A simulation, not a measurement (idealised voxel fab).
Herein follows the process module entitled voxel quadruple lines.
In the cross-section labelled cut, the width is 180 nm and each square cell is 5 nm.
Cross-section layout: square cells on a grid; listed as bands, top to bottom; a band spans one or more cell rows.
Top height, bottom height, nm. Materials left to right, width each, nm. Single material + "all across" = fills band edge to edge. "empty" = empty.
Heights from 0 (as-received wafer is one material below). Bottom band endless downward, as "0..down".
Think of "30->40" as a width that walks from the first number to the second as you go down the band, top row to bottom row, taking equal-sized steps from row to row.
Basically "no change occurred" means that step didn't change any cell in the cross-section.
The list in "Non-vented voids" covers empty spaces of 8 cells or more that cannot reach the top through any open way, and it gives each as width x height at distance; the distance is from the left edge, and width, height and distance are in nm.
Note: text after step settings on the step line = simulator remark on that step.
overlay nm: right-of-plan distance of the mask on a masked step; negative values mean left-of-plan.

Planned process steps
1,op RECEIVE | material Si
2,op CONFORMAL_DEP | material Al2O3 | thk nm 5
3,op DIRECTIONAL_DEP | material TiN | thk nm 10
4,op DIRECTIONAL_DEP | material polySi | thk nm 15
5,op DIRECTIONAL_DEP | material aC | thk nm 25
6,op PATTERN | tone cover | mask id MANDREL | material resist | width nm 25 | thk nm 35 | overlay nm 0
7,op DIRECTIONAL_ETCH | etch materials aC | depth nm 25
8,op STRIP | etch materials resist
9,op CONFORMAL_DEP | material SiO2 | thk nm 15
10,op DIRECTIONAL_ETCH | etch materials SiO2 | depth nm 15
11,op STRIP | etch materials aC
12,op DIRECTIONAL_ETCH | etch materials polySi | depth nm 15
13,op STRIP | etch materials SiO2
14,op CONFORMAL_DEP | material SiCN | thk nm 5
15,op DIRECTIONAL_ETCH | etch materials SiCN | depth nm 5
16,op STRIP | etch materials polySi
17,op DIRECTIONAL_ETCH | etch materials TiN | depth nm 10
18,op STRIP | etch materials SiCN

Here's what the wafer looked like in cross-section when it arrived - that's after step 1
0..down = Si all across
Non-vented voids: none

The first of the two wafers as seen in cross-section once the module was finished; processing followed the plan
15..5 = 55 empty, then 5 TiN, then 15 empty, then 5 TiN, then 15 empty, then 5 TiN, then 15 empty, then 5 TiN, then 60 empty
5..0 = Al2O3 all across
0..down = Si all across
Non-vented voids: none

End-of-module cross-section of the second wafer: identical starting point and process plan to the first, with one processing mistake
15..5 = aC all across
5..0 = Al2O3 all across
0..down = Si all across
Non-vented voids: none
Error vs. plan: step 3, actual vs plan mismatch, actual run op DIRECTIONAL_DEP | material aC | thk nm 10
Final difference in cells, second wafer against first, listed per material as more or fewer: TiN: 8 fewer, aC: 72 more
